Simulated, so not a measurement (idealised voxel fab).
process module | voxel transistor to metal
cross-section cut | 290 nm wide | cells 5 nm
A cross-section is a grid of square cells, given in bands from the top down. A band is one or more rows of cells.
Each band's line starts with the height of the band's top and of its bottom, in nm. Then come its materials from left to right, each with its width in nm. One material with "throughout" fills the band from edge to edge. "air" is empty space.
Height 0 is the level under which the wafer as received is all one material. The lowest band goes on downwards, as in "0 down".
A width such as "30 to 40" changes by the same amount from each row of cells to the next, from the band's top row to its bottom row.
"no change" after a step means that no cell of the cross-section changed.
closed voids: empty space of 8 cells or more with no open way to the top, each as width x height at its distance from the left edge, in nm
after a step's settings: what the simulator itself notes on the step
overlay nm, on a step with a mask: how far to the right of its planned place the mask lay; to the left if negative
plan
1 op RECEIVE | material Si
2 op OXIDIZE | depth nm 5
3 op CONFORMAL_DEP | material SiN | thk nm 10
4 op PATTERN | tone cover | mask id ACTIVE | material resist | width nm 95 | pitch nm 115 | thk nm 20 | overlay nm 0
5 op DIRECTIONAL_ETCH | etch materials SiN | depth nm 10
6 op DIRECTIONAL_ETCH | etch materials SiO2 | depth nm 5
7 op DIRECTIONAL_ETCH | etch materials Si | depth nm 35
8 op STRIP | etch materials resist
9 op FILL_DEP | material SiO2 | thk nm 10
10 op CMP | height nm 10
11 op SELECTIVE_ETCH | etch materials SiO2 | depth nm 10
12 op STRIP | etch materials SiN
13 op SELECTIVE_ETCH | etch materials SiO2 | depth nm 5
14 op OXIDIZE | depth nm 5
15 op DIRECTIONAL_DEP | material polySi | thk nm 30
16 op DIRECTIONAL_DEP | material SiCN | thk nm 10
17 op DIRECTIONAL_DEP | material aC | thk nm 15
18 op PATTERN | tone cover | mask id GATE | material resist | width nm 25 | pitch nm 115 | thk nm 35 | overlay nm -15
19 op DIRECTIONAL_ETCH | etch materials aC | depth nm 15
20 op STRIP | etch materials resist
21 op DIRECTIONAL_ETCH | etch materials SiCN | depth nm 20
22 op DIRECTIONAL_ETCH | etch materials polySi | depth nm 40
23 op STRIP | etch materials aC
24 op CONFORMAL_DEP | material SiO2 | thk nm 5
25 op DIRECTIONAL_ETCH | etch materials SiO2 | depth nm 5
26 op CONFORMAL_DEP | material SiN | thk nm 10
27 op DIRECTIONAL_ETCH | etch materials SiN | depth nm 10
28 op DIRECTIONAL_ETCH | etch materials SiO2 | depth nm 5
29 op DIRECTIONAL_ETCH | etch materials Si | depth nm 15
30 op EPI | material nSi | thk nm 20
31 op FILL_DEP | material SiO2 | thk nm 10
32 op CMP | height nm 25
33 op STRIP | etch materials polySi
34 op SELECTIVE_ETCH | etch materials SiO2 | depth nm 5
35 op CONFORMAL_DEP | material HfO2 | thk nm 5
36 op CONFORMAL_DEP | material TiN | thk nm 5
37 op FILL_DEP | material W | thk nm 5
38 op CMP | height nm 20
39 op DIRECTIONAL_DEP | material SiO2 | thk nm 10
40 op PATTERN | tone open | mask id CONTACT | material resist | width nm 15 | thk nm 15 | overlay nm 0
41 op DIRECTIONAL_ETCH | etch materials SiO2 | depth nm 20
42 op STRIP | etch materials resist
43 op CONFORMAL_DEP | material TiN | thk nm 5
44 op FILL_DEP | material W | thk nm 5
45 op CMP | height nm 30
46 op CONFORMAL_DEP | material SiN | thk nm 5
47 op DIRECTIONAL_DEP | material lowk | thk nm 20
48 op MASKED_ETCH | tone open | mask id METAL_1 | width nm 15 | etch materials lowk | depth nm 20 | overlay nm 0
49 op MASKED_ETCH | tone open | mask id METAL_1 | width nm 15 | etch materials SiN | depth nm 5 | overlay nm 0
50 op CONFORMAL_DEP | material TiN | thk nm 5
51 op FILL_DEP | material Ru | thk nm 10
52 op CMP | height nm 55
53 op CONFORMAL_DEP | material SiCN | thk nm 5
54 op DIRECTIONAL_DEP | material lowk | thk nm 25
55 op PATTERN | tone open | mask id METAL_2 | material resist | width nm 15 | pitch nm 115 | thk nm 15 | overlay nm 0
56 op DIRECTIONAL_ETCH | etch materials lowk | depth nm 15
57 op STRIP | etch materials resist
58 op DIRECTIONAL_DEP | material aC | thk nm 15
59 op PATTERN | tone open | mask id METAL_2_HOLES | material resist | width nm 15 | pitch nm 115 | thk nm 30 | overlay nm 0
60 op DIRECTIONAL_ETCH | etch materials aC | depth nm 15
61 op STRIP | etch materials resist
62 op DIRECTIONAL_ETCH | etch materials lowk | depth nm 10
63 op DIRECTIONAL_ETCH | etch materials SiCN | depth nm 5
64 op STRIP | etch materials aC
65 op CONFORMAL_DEP | material TiN | thk nm 5
66 op FILL_DEP | material Ru | thk nm 5
67 op CMP | height nm 85
68 op CONFORMAL_DEP | material SiCN | thk nm 5
varied across the wafers: overlay nm of step 18. The plan shows the first wafer's value. All wafers start alike
first wafer as received, after step 1
  0 down: Si throughout
  closed voids: none
each wafer at the end: cells of each material gained (+) or lost (-) since it was received, then its closed voids
overlay nm -15 | +34 HfO2 | +26 Ru | -284 Si | +110 SiCN | +86 SiN | +352 SiO2 | +124 TiN | +32 W | +444 lowk | +120 nSi | closed voids: none
overlay nm -10 | +34 HfO2 | +26 Ru | -284 Si | +110 SiCN | +86 SiN | +350 SiO2 | +128 TiN | +32 W | +444 lowk | +118 nSi | closed voids: none
overlay nm -5 | +34 HfO2 | +26 Ru | -284 Si | +110 SiCN | +86 SiN | +348 SiO2 | +132 TiN | +32 W | +444 lowk | +116 nSi | closed voids: none
overlay nm 0 | +34 HfO2 | +26 Ru | -284 Si | +110 SiCN | +86 SiN | +344 SiO2 | +132 TiN | +36 W | +444 lowk | +116 nSi | closed voids: none
overlay nm 5 | +34 HfO2 | +26 Ru | -284 Si | +110 SiCN | +86 SiN | +348 SiO2 | +132 TiN | +32 W | +444 lowk | +116 nSi | closed voids: none
overlay nm 10 | +34 HfO2 | +26 Ru | -284 Si | +110 SiCN | +86 SiN | +350 SiO2 | +128 TiN | +32 W | +444 lowk | +118 nSi | closed voids: none
overlay nm 15 | +34 HfO2 | +26 Ru | -284 Si | +110 SiCN | +86 SiN | +352 SiO2 | +124 TiN | +32 W | +444 lowk | +120 nSi | closed voids: none
